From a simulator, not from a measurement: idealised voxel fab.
The document below concerns the process module designated voxel ribs on slabs.
The cross-section on display is named cut; it measures 240 nm wide, and its cells are 5 nm squares.
In what follows, cross-sections appear as grids of square cells, described through bands that run from the top down, where every band is one or more rows of cells.
For a band, the entry starts with two heights in nm, that of the top and then that of the bottom, and carries on with the band's materials in order from left to right, each alongside its width in nm; the word "full width" beside a single material means it fills the band edge to edge, and "empty" means empty space.
Zero point of the height axis is 0; under it, received wafer = one material. Lowest band: continues down indefinitely, "0..down".
You'd read "30 to 40" like this: the band's top row of cells is as wide as the first number, its bottom row is as wide as the second, and going down, every row changes width by the same amount as the row before did.
For the purposes of this document, the phrase "nothing changed" attached to a step denotes that no cell within the cross-section was modified by that step.
For the entry "Fully sealed voids", the listed items are empty spaces with no open way to the top whose size is 8 cells or more; each item follows the pattern width x height at distance, where distance is from the left edge and all three are in nm.
Step line, after settings: the simulator's comment on this step.
"overlay nm", when on a step's line for a step with a mask, measures how far to the right of its planned place the mask lay; a negative measure means to the left.

Planned step list for the process
1: RECEIVE with material Si
2: DIRECTIONAL_DEP with material SiO2, thk nm 30
3: DIRECTIONAL_DEP with material SiN, thk nm 20
4: PATTERN with tone cover, mask id RIB, material resist, width nm 20, thk nm 15, overlay nm 0
5: DIRECTIONAL_ETCH with etch materials SiN, depth nm 10
6: STRIP with etch materials resist
7: PATTERN with tone cover, mask id SLAB, material resist, width nm 70, thk nm 15, overlay nm 0
8: DIRECTIONAL_ETCH with etch materials SiN, depth nm 10
9: STRIP with etch materials resist
10: FILL_DEP with material SiO2, thk nm 30
11: CMP with height nm 70
12: DIRECTIONAL_DEP with material W, thk nm 10
13: MASKED_ETCH with tone cover, mask id HEATER, width nm 30, etch materials W, depth nm 5, overlay nm 0
14: CONFORMAL_DEP with material SiO2, thk nm 10
varied across the wafers: depth nm of step 13. The plan shows the first wafer's value. All wafers start alike

Cross-sectional view of the first of several wafers in the as-received condition, corresponding to the state following step 1
* 0..down = Si full width
* Fully sealed voids: none

Table: wafers, a row each; end-of-module cell change per material since receipt, gain (+), loss (-); then closed voids
depth nm 5; +36 SiN; +736 SiO2; +54 W; Fully sealed voids: none
depth nm 10; +36 SiN; +740 SiO2; +12 W; Fully sealed voids: none
depth nm 15; +36 SiN; +740 SiO2; +12 W; Fully sealed voids: none
depth nm 20; +36 SiN; +740 SiO2; +12 W; Fully sealed voids: none
depth nm 25; +36 SiN; +740 SiO2; +12 W; Fully sealed voids: none
